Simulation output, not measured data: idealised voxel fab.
The document below concerns the process module designated voxel tone inversion.
The cross-section on display is named cut; it measures 285 nm wide, and its cells are 5 nm squares.
A cross-section in this document is a grid of square cells, and it is written down as bands, the top band listed before the ones below it; a band is made up of one or more rows of cells. Heads up on the band format: heights come first, top then bottom, in nm. After that it's the materials left to right, each with its width in nm. A single material flagged "all across" fills the whole band edge to edge, and "empty" means there's empty space there. Height 0 is the level under which the wafer as received is all one material. The lowest band goes on downwards, as in "0 nm and below". Width "30..40": first value at the band's top row of cells, second value at its bottom row, equal change from row to row. "nothing got changed" for a step: no cell of the cross-section changed in that step. Closed void register: empty space of 8 cells or more with no open way to the top, each as width x height at its distance from the left edge, in nm. Formally, on a step line, whatever follows the settings is a remark that the simulator itself makes on the step. When a step includes a mask, the "overlay nm" setting on its line states how far to the right of its planned place that mask lay, and negative values state how far to the left.
-- The steps planned for the process are as follows
1: RECEIVE | material Si
2: CONFORMAL_DEP | material SiCN | thk nm 5
3: DIRECTIONAL_DEP | material aC | thk nm 20
4: PATTERN | tone cover | mask id POSTS | material resist | width nm 25 | pitch nm 50 | thk nm 30 | overlay nm 0
5: DIRECTIONAL_ETCH | etch materials aC | depth nm 20
6: STRIP | etch materials resist
7: FILL_DEP | material lowk | thk nm 10
8: CMP | height nm 25
9: STRIP | etch materials aC
10: CONFORMAL_DEP | material TiN | thk nm 5
11: FILL_DEP | material Ru | thk nm 10
12: CMP | height nm 25
13: CONFORMAL_DEP | material SiCN | thk nm 5
-- First of two wafers - as planned
-- Delivered wafer in cross-section: state after step 1
  0 nm and below  Si all across
  Closed void register: none
-- Cross-section: wafer state after step 2
  5 nm to 0 nm  SiCN all across
  Heights below 0 show no change.
-- Cross-section: wafer state after step 3
  25 nm to 5 nm  aC all across
  Heights below 5 show no change.
-- Cross-section: wafer state after step 4
  55 nm to 25 nm  empty 80 nm / resist 25 nm / empty 25 nm / resist 25 nm / empty 25 nm / resist 25 nm / empty 80 nm
  Heights below 25 show no change.
-- Cross-section: wafer state after step 5
  35 nm to 25 nm  empty 80 nm / resist 25 nm / empty 25 nm / resist 25 nm / empty 25 nm / resist 25 nm / empty 80 nm
  25 nm to 5 nm  empty 80 nm / aC 25 nm / empty 25 nm / aC 25 nm / empty 25 nm / aC 25 nm / empty 80 nm
  Heights below 5 show no change.
-- Cross-section: wafer state after step 6
  25 nm to 5 nm  empty 80 nm / aC 25 nm / empty 25 nm / aC 25 nm / empty 25 nm / aC 25 nm / empty 80 nm
  Heights below 5 show no change.
-- Cross-section: wafer state after step 7
  35 nm to 25 nm  lowk all across
  25 nm to 5 nm  lowk 80 nm / aC 25 nm / lowk 25 nm / aC 25 nm / lowk 25 nm / aC 25 nm / lowk 80 nm
  Heights below 5 show no change.
-- Cross-section: wafer state after step 8
  25 nm to 5 nm  lowk 80 nm / aC 25 nm / lowk 25 nm / aC 25 nm / lowk 25 nm / aC 25 nm / lowk 80 nm
  Heights below 5 show no change.
-- Cross-section: wafer state after step 9
  25 nm to 5 nm  lowk 80 nm / empty 25 nm / lowk 25 nm / empty 25 nm / lowk 25 nm / empty 25 nm / lowk 80 nm
  Heights below 5 show no change.
-- Cross-section: wafer state after step 10
  30 nm to 25 nm  TiN 85 nm / empty 15 nm / TiN 35 nm / empty 15 nm / TiN 35 nm / empty 15 nm / TiN 85 nm
  25 nm to 10 nm  lowk 80 nm / TiN 5 nm / empty 15 nm / TiN 5 nm / lowk 25 nm / TiN 5 nm / empty 15 nm / TiN 5 nm / lowk 25 nm / TiN 5 nm / empty 15 nm / TiN 5 nm / lowk 80 nm
  10 nm to 5 nm  lowk 80 nm / TiN 25 nm / lowk 25 nm / TiN 25 nm / lowk 25 nm / TiN 25 nm / lowk 80 nm
  Heights below 5 show no change.
-- Cross-section: wafer state after step 11
  40 nm to 30 nm  Ru all across
  30 nm to 25 nm  TiN 85 nm / Ru 15 nm / TiN 35 nm / Ru 15 nm / TiN 35 nm / Ru 15 nm / TiN 85 nm
  25 nm to 10 nm  lowk 80 nm / TiN 5 nm / Ru 15 nm / TiN 5 nm / lowk 25 nm / TiN 5 nm / Ru 15 nm / TiN 5 nm / lowk 25 nm / TiN 5 nm / Ru 15 nm / TiN 5 nm / lowk 80 nm
  Heights below 10 show no change.
-- Cross-section: wafer state after step 12
  25 nm to 10 nm  lowk 80 nm / TiN 5 nm / Ru 15 nm / TiN 5 nm / lowk 25 nm / TiN 5 nm / Ru 15 nm / TiN 5 nm / lowk 25 nm / TiN 5 nm / Ru 15 nm / TiN 5 nm / lowk 80 nm
  Heights below 10 show no change.
-- Cross-section: wafer state after step 13
  30 nm to 25 nm  SiCN all across
  Heights below 25 show no change.
-- Here the second wafer is described. Its start and its plan were those of the first wafer. Its run contained one mistake. Up to and including step 2, it did exactly what the first wafer did
-- Cross-section of the second wafer at the time step 3 of the plan should have ended
  25 nm to 5 nm  Ru all across
  Heights below 5 show no change.
-- Cross-section of the second wafer at the time step 4 of the plan should have ended
  55 nm to 25 nm  empty 80 nm / resist 25 nm / empty 25 nm / resist 25 nm / empty 25 nm / resist 25 nm / empty 80 nm
  Heights below 25 show no change.
-- Cross-section of the second wafer at the time step 5 of the plan should have ended
  35 nm to 25 nm  empty 80 nm / resist 25 nm / empty 25 nm / resist 25 nm / empty 25 nm / resist 25 nm / empty 80 nm
  Heights below 25 show no change.
-- Cross-section of the second wafer at the time step 6 of the plan should have ended
  25 nm to 5 nm  Ru all across
  Heights below 5 show no change.
-- Cross-section of the second wafer at the time step 7 of the plan should have ended
  35 nm to 25 nm  lowk all across
  Heights below 25 show no change.
-- Cross-section of the second wafer at the time step 8 of the plan should have ended
  25 nm to 5 nm  Ru all across
  Heights below 5 show no change.
Cross-section of the second wafer at the time step 9 of the plan should have ended: nothing got changed
-- Cross-section of the second wafer at the time step 10 of the plan should have ended
  30 nm to 25 nm  TiN all across
  Heights below 25 show no change.
-- Cross-section of the second wafer at the time step 11 of the plan should have ended
  40 nm to 30 nm  Ru all across
  Heights below 30 show no change.
-- Cross-section of the second wafer at the time step 12 of the plan should have ended
  25 nm to 5 nm  Ru all across
  Heights below 5 show no change.
-- Cross-section of the second wafer at the time step 13 of the plan should have ended
  30 nm to 25 nm  SiCN all across
  Heights below 25 show no change.
Short version of what went wrong: step 3 off recipe, ran as DIRECTIONAL_DEP | material Ru | thk nm 20
FYI, end of process, the second wafer has more or fewer cells of some materials than the first: Ru: 201 more | TiN: 33 fewer | lowk: 168 fewer
